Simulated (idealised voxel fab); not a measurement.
The following is a process module called voxel ribs on slabs.
Xsec cut, 260 nm wide, square cell size 5 nm.
A cross-section is a grid of square cells, given in bands from the top down. A band is one or more rows of cells.
Heights first: top, then bottom, in nm. Then materials, left to right, each with a width in nm. "edge to edge" on a single material: fills the band edge to edge. "empty": empty space.
Heads up on the height convention: 0 is the point under which the incoming wafer is all one material, and the lowest band has no bottom, it just keeps going down, like "from 0 down".
Width spec "30..40" -> top row of cells at first value, bottom row at second value, equal per-row change in between.
"no modifications" means the step left every cell of the cross-section as it was.
In the "Fully closed voids" entry, you get each enclosed empty space of 8 cells or more, one with no open way to the top, written width x height at distance, distance from the left edge, in nm.
That trailing text on a step's line, after the settings, is the simulator's own remark on the step.
For masked steps, "overlay nm" on the step line gives how far right of plan the mask actually lay; a minus sign means it lay to the left.
-- The steps planned for the process are as follows
1 RECEIVE with material Si
2 DIRECTIONAL_DEP with material SiO2, thk nm 25
3 DIRECTIONAL_DEP with material polySi, thk nm 25
4 MASKED_ETCH with tone cover, mask id RIB, width nm 25, etch materials polySi, depth nm 20, overlay nm 0
5 PATTERN with tone cover, mask id SLAB, material resist, width nm 65, thk nm 20, overlay nm 0
6 DIRECTIONAL_ETCH with etch materials polySi, depth nm 5
7 STRIP with etch materials resist
8 FILL_DEP with material SiO2, thk nm 30
9 CMP with height nm 70
10 DIRECTIONAL_DEP with material TiN, thk nm 5
11 DIRECTIONAL_DEP with material aC, thk nm 15
12 PATTERN with tone cover, mask id HEATER, material resist, width nm 35, thk nm 35, overlay nm -15
13 DIRECTIONAL_ETCH with etch materials aC, depth nm 15
14 STRIP with etch materials resist
15 DIRECTIONAL_ETCH with etch materials TiN, depth nm 5
16 STRIP with etch materials aC
17 CONFORMAL_DEP with material SiO2, thk nm 10
Where the wafers of this document differ is in the overlay nm of step 12; they start out the same, and the plan states the value that applied to the first wafer.
-- Step 1 complete: as-received cross-section of the first of several wafers
from 0 down  Si edge to edge
Fully closed voids: none
-- Per wafer (row), end of module: delta in cells per material since receipt, (+) for gained, (-) for lost; closed voids after that
overlay nm -15, +803 SiO2, +7 TiN, +33 polySi, Fully closed voids: none
overlay nm -10, +803 SiO2, +7 TiN, +33 polySi, Fully closed voids: none
overlay nm -5, +803 SiO2, +7 TiN, +33 polySi, Fully closed voids: none
overlay nm 0, +803 SiO2, +7 TiN, +33 polySi, Fully closed voids: none
overlay nm 5, +803 SiO2, +7 TiN, +33 polySi, Fully closed voids: none
overlay nm 10, +803 SiO2, +7 TiN, +33 polySi, Fully closed voids: none
overlay nm 15, +803 SiO2, +7 TiN, +33 polySi, Fully closed voids: none
